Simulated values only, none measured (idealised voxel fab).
The document below concerns the process module designated voxel self aligned vias.
In the cross-section labelled cut, the width is 220 nm and each square cell is 5 nm.
Cross-section, as written here: a square-cell grid given band by band from the top down, where a band holds one or more rows of cells. Quick guide to a band line: top height, bottom height (nm) up front; then every material left to right with its width in nm. Only one material and it's marked "all across"? Then it fills the band edge to edge. And "blank" just means empty space. Measure heights from 0. That's the level where, below it, the as-received wafer is all one material. The lowest band is bottomless and extends downward; write it as in "0 and below". Quick explanation for "30 to 40": the width changes in equal steps down the rows of cells, from the first number in the band's top row to the second number in its bottom row. "remained the same" means the step left every cell of the cross-section as it was. You'll see "Enclosed voids" listing empty spaces that have no way open to the top, as long as they're 8 cells or more; the notation is width x height at distance, where the distance is from the left edge, and all of it is in nm. Read whatever lies past the settings on a step's line as the simulator's own remark about the step. "overlay nm" answers the question of how far to the right of plan the mask lay on a step that has a mask, and when it is negative the answer is to the left.
The process steps that were planned are listed below
1,RECEIVE [material Si]
2,CONFORMAL_DEP [material SiO2] [thk nm 10]
3,CONFORMAL_DEP [material SiCN] [thk nm 5]
4,DIRECTIONAL_DEP [material SiO2] [thk nm 20]
5,MASKED_ETCH [tone open] [mask id LINES] [width nm 20] [pitch nm 60] [etch materials SiO2] [depth nm 20] [overlay nm 0]
6,CONFORMAL_DEP [material TiN] [thk nm 5]
7,FILL_DEP [material W] [thk nm 5]
8,CMP [height nm 35]
9,SELECTIVE_ETCH [etch materials W Ru TiN] [depth nm 5]
10,FILL_DEP [material SiN] [thk nm 5]
11,CMP [height nm 35]
12,DIRECTIONAL_DEP [material SiO2] [thk nm 15]
13,DIRECTIONAL_DEP [material aC] [thk nm 15]
14,PATTERN [tone open] [mask id VIAS] [material resist] [width nm 40] [pitch nm 120] [thk nm 30] [overlay nm 0]
15,DIRECTIONAL_ETCH [etch materials aC] [depth nm 15]
16,STRIP [etch materials resist]
17,DIRECTIONAL_ETCH [etch materials SiO2] [depth nm 15]
18,DIRECTIONAL_ETCH [etch materials SiN] [depth nm 10]
19,STRIP [etch materials aC]
20,CONFORMAL_DEP [material TiN] [thk nm 5]
21,FILL_DEP [material W] [thk nm 5]
22,CMP [height nm 50]
23,CONFORMAL_DEP [material SiCN] [thk nm 5]
The plan's step 9 depth nm is the first wafer's value; the wafers differ in this setting and start identical.
Cross-section of the first of several received wafers, showing its state after step 1
	0 and below  Si all across
	Enclosed voids: none
The following table contains a row per wafer, in which are reported, at the conclusion of the module, the cells of each material gained (+) or lost (-) since the wafer's receipt, with its closed voids given thereafter
depth nm 5 | +88 SiCN | +4 SiN | +300 SiO2 | +52 TiN | +40 W | Enclosed voids: none
depth nm 10 | +88 SiCN | +8 SiN | +300 SiO2 | +50 TiN | +38 W | Enclosed voids: none
depth nm 15 | +88 SiCN | +20 SiN | +300 SiO2 | +44 TiN | +32 W | Enclosed voids: none
depth nm 20 | +88 SiCN | +32 SiN | +300 SiO2 | +32 TiN | +32 W | Enclosed voids: none
depth nm 25 | +88 SiCN | +32 SiN | +300 SiO2 | +32 TiN | +32 W | Enclosed voids: none
